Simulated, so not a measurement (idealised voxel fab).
process module | voxel quadruple lines
cross-section cut | 270 nm wide | cells 5 nm
A cross-section is a grid of square cells, given in bands from the top down. A band is one or more rows of cells.
Each band's line starts with the height of the band's top and of its bottom, in nm. Then come its materials from left to right, each with its width in nm. One material with "throughout" fills the band from edge to edge. "air" is empty space.
Height 0 is the level under which the wafer as received is all one material. The lowest band goes on downwards, as in "0 down".
A width such as "30 to 40" changes by the same amount from each row of cells to the next, from the band's top row to its bottom row.
"no change" after a step means that no cell of the cross-section changed.
closed voids: empty space of 8 cells or more with no open way to the top, each as width x height at its distance from the left edge, in nm
after a step's settings: what the simulator itself notes on the step
overlay nm, on a step with a mask: how far to the right of its planned place the mask lay; to the left if negative
plan
1 op RECEIVE | material Si
2 op CONFORMAL_DEP | material SiO2 | thk nm 10
3 op DIRECTIONAL_DEP | material Ru | thk nm 10
4 op DIRECTIONAL_DEP | material polySi | thk nm 15
5 op DIRECTIONAL_DEP | material aC | thk nm 25
6 op PATTERN | tone cover | mask id MANDREL | material resist | width nm 30 | pitch nm 80 | thk nm 30 | overlay nm -15
7 op DIRECTIONAL_ETCH | etch materials aC | depth nm 25
8 op STRIP | etch materials resist
9 op CONFORMAL_DEP | material SiO2 | thk nm 10
10 op DIRECTIONAL_ETCH | etch materials SiO2 | depth nm 10
11 op STRIP | etch materials aC
12 op DIRECTIONAL_ETCH | etch materials polySi | depth nm 15
13 op STRIP | etch materials SiO2
14 op CONFORMAL_DEP | material SiCN | thk nm 10
15 op DIRECTIONAL_ETCH | etch materials SiCN | depth nm 10
16 op STRIP | etch materials polySi
17 op DIRECTIONAL_ETCH | etch materials Ru | depth nm 10
18 op STRIP | etch materials SiCN
varied across the wafers: overlay nm of step 6. The plan shows the first wafer's value. All wafers start alike
first wafer as received, after step 1
  0 down: Si throughout
  closed voids: none
each wafer at the end: cells of each material gained (+) or lost (-) since it was received, then its closed voids
overlay nm -15 | +32 Ru | +108 SiO2 | closed voids: none
overlay nm -10 | +32 Ru | +108 SiO2 | closed voids: none
overlay nm -5 | +32 Ru | +108 SiO2 | closed voids: none
overlay nm 0 | +32 Ru | +108 SiO2 | closed voids: none
overlay nm 5 | +32 Ru | +108 SiO2 | closed voids: none
overlay nm 10 | +32 Ru | +108 SiO2 | closed voids: none
overlay nm 15 | +32 Ru | +108 SiO2 | closed voids: none
